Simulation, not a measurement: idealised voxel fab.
The process module presented herein is designated voxel capacitor over wiring.
FYI the section here is cut, 255 nm wide, cells are 5 nm squares.
Square cells in a grid make up a cross-section in this document, and the grid is given as bands, listed from the top down, each one or more rows of cells.
For a band, the entry starts with two heights in nm, that of the top and then that of the bottom, and carries on with the band's materials in order from left to right, each alongside its width in nm; the word "edge to edge" beside a single material means it fills the band edge to edge, and "air" means empty space.
All heights in this document are referenced to 0, defined as the level beneath which the wafer, as received, consists entirely of one material. The lowest band is not bounded below; it extends indefinitely downward and is written in the form "0 nm and below".
When a width is written as two numbers, as in "30 to 40", the first number is the width in the top row of cells of the band and the second is the width in its bottom row, and the width changes by the same amount from each row to the next.
The designation "remains unaltered", where it is given for a processing step, indicates that no cell of the cross-section was altered in the course of that step.
Entry "Unvented cavities" = empty spaces >= 8 cells with no open way to the top; each as width x height at distance, distance from left edge, all nm.
Read whatever lies past the settings on a step's line as the simulator's own remark about the step.
overlay nm: on a step with a mask, how far right of its planned place the mask lay; negative means left.
Steps in the process plan:
1,RECEIVE,material Si
2,CONFORMAL_DEP,material SiO2,thk nm 15
3,DIRECTIONAL_DEP,material TiN,thk nm 5
4,DIRECTIONAL_DEP,material W,thk nm 15
5,MASKED_ETCH,tone cover,mask id METAL_1,width nm 25,pitch nm 85,etch materials W,depth nm 15,overlay nm 0
6,MASKED_ETCH,tone cover,mask id METAL_1,width nm 25,pitch nm 85,etch materials TiN,depth nm 5,overlay nm 0
7,CONFORMAL_DEP,material SiCN,thk nm 5
8,FILL_DEP,material lowk,thk nm 10
9,CMP,height nm 35
10,CONFORMAL_DEP,material SiCN,thk nm 5
11,DIRECTIONAL_DEP,material lowk,thk nm 10
12,DIRECTIONAL_DEP,material aC,thk nm 15
13,PATTERN,tone open,mask id PLUG_1,material resist,width nm 15,thk nm 30,overlay nm 0
14,DIRECTIONAL_ETCH,etch materials aC,depth nm 15
15,STRIP,etch materials resist
16,DIRECTIONAL_ETCH,etch materials lowk,depth nm 10
17,DIRECTIONAL_ETCH,etch materials SiCN,depth nm 5
18,STRIP,etch materials aC
19,CONFORMAL_DEP,material TiN,thk nm 5
20,FILL_DEP,material Cu,thk nm 5
21,CMP,height nm 50
22,DIRECTIONAL_DEP,material TiN,thk nm 5
23,DIRECTIONAL_DEP,material HfO2,thk nm 5
24,DIRECTIONAL_DEP,material TiN,thk nm 10
25,DIRECTIONAL_DEP,material aC,thk nm 15
26,PATTERN,tone cover,mask id UPPER_PLATE,material resist,width nm 65,thk nm 35,overlay nm 0
27,DIRECTIONAL_ETCH,etch materials aC,depth nm 15
28,STRIP,etch materials resist
29,DIRECTIONAL_ETCH,etch materials TiN,depth nm 10
30,DIRECTIONAL_ETCH,etch materials HfO2,depth nm 5
31,STRIP,etch materials aC
32,DIRECTIONAL_DEP,material aC,thk nm 15
33,PATTERN,tone cover,mask id LOWER_PLATE,material resist,width nm 75,thk nm 30,overlay nm 0
34,DIRECTIONAL_ETCH,etch materials aC,depth nm 15
35,STRIP,etch materials resist
36,DIRECTIONAL_ETCH,etch materials TiN,depth nm 5
37,STRIP,etch materials aC
38,FILL_DEP,material SiO2,thk nm 20
39,CMP,height nm 85
40,PATTERN,tone open,mask id PLUG_2,material resist,width nm 15,thk nm 15,overlay nm 0
41,DIRECTIONAL_ETCH,etch materials SiO2,depth nm 15
42,STRIP,etch materials resist
43,CONFORMAL_DEP,material TiN,thk nm 5
44,FILL_DEP,material Cu,thk nm 5
45,CMP,height nm 85
46,CONFORMAL_DEP,material SiCN,thk nm 5
Cross-section: wafer on arrival = after step 1:
    0 nm and below  Si edge to edge
    Unvented cavities: none
Here's the cross-section of the first of our two wafers at the end of the module - it ran as planned:
    90 nm to 85 nm  SiCN edge to edge
    85 nm to 75 nm  SiO2 90 nm, then TiN 5 nm, then Cu 5 nm, then TiN 5 nm, then SiO2 150 nm
    75 nm to 70 nm  SiO2 90 nm, then TiN 15 nm, then SiO2 150 nm
    70 nm to 60 nm  SiO2 80 nm, then TiN 65 nm, then SiO2 110 nm
    60 nm to 55 nm  SiO2 80 nm, then HfO2 65 nm, then SiO2 110 nm
    55 nm to 50 nm  SiO2 75 nm, then TiN 75 nm, then SiO2 105 nm
    50 nm to 40 nm  lowk 80 nm, then TiN 5 nm, then Cu 5 nm, then TiN 5 nm, then lowk 160 nm
    40 nm to 35 nm  SiCN 80 nm, then TiN 15 nm, then SiCN 160 nm
    35 nm to 20 nm  lowk 65 nm, then SiCN 5 nm, then W 25 nm, then SiCN 5 nm, then lowk 50 nm, then SiCN 5 nm, then W 25 nm, then SiCN 5 nm, then lowk 70 nm
    20 nm to 15 nm  SiCN 70 nm, then TiN 25 nm, then SiCN 60 nm, then TiN 25 nm, then SiCN 75 nm
    15 nm to 0 nm  SiO2 edge to edge
    0 nm and below  Si edge to edge
    Unvented cavities: none
Here is the second of the two wafers cut open at the end of the module - same start, same plan as the first one, but we made one mistake running it:
    90 nm to 85 nm  SiCN edge to edge
    85 nm to 75 nm  SiO2 90 nm, then TiN 5 nm, then Cu 5 nm, then TiN 5 nm, then SiO2 150 nm
    75 nm to 70 nm  SiO2 90 nm, then TiN 15 nm, then SiO2 150 nm
    70 nm to 65 nm  SiO2 edge to edge
    65 nm to 60 nm  SiO2 80 nm, then TiN 65 nm, then SiO2 110 nm
    60 nm to 55 nm  SiO2 80 nm, then HfO2 65 nm, then SiO2 110 nm
    55 nm to 50 nm  TiN 75 nm, then SiO2 5 nm, then TiN 65 nm, then SiO2 5 nm, then TiN 105 nm
    50 nm to 40 nm  lowk 80 nm, then TiN 5 nm, then Cu 5 nm, then TiN 5 nm, then lowk 160 nm
    40 nm to 35 nm  SiCN 80 nm, then TiN 15 nm, then SiCN 160 nm
    35 nm to 20 nm  lowk 65 nm, then SiCN 5 nm, then W 25 nm, then SiCN 5 nm, then lowk 50 nm, then SiCN 5 nm, then W 25 nm, then SiCN 5 nm, then lowk 70 nm
    20 nm to 15 nm  SiCN 70 nm, then TiN 25 nm, then SiCN 60 nm, then TiN 25 nm, then SiCN 75 nm
    15 nm to 0 nm  SiO2 edge to edge
    0 nm and below  Si edge to edge
    Unvented cavities: none
Want to know what went wrong? so step 33 ended up running with a different setting than we planned, it ran as PATTERN,tone open,mask id LOWER_PLATE,material resist,width nm 75,thk nm 30,overlay nm 0
It is noted that, at the conclusion of processing, the second wafer exhibits a higher or lower cell count for certain materials relative to the first: SiO2 -21, TiN +21
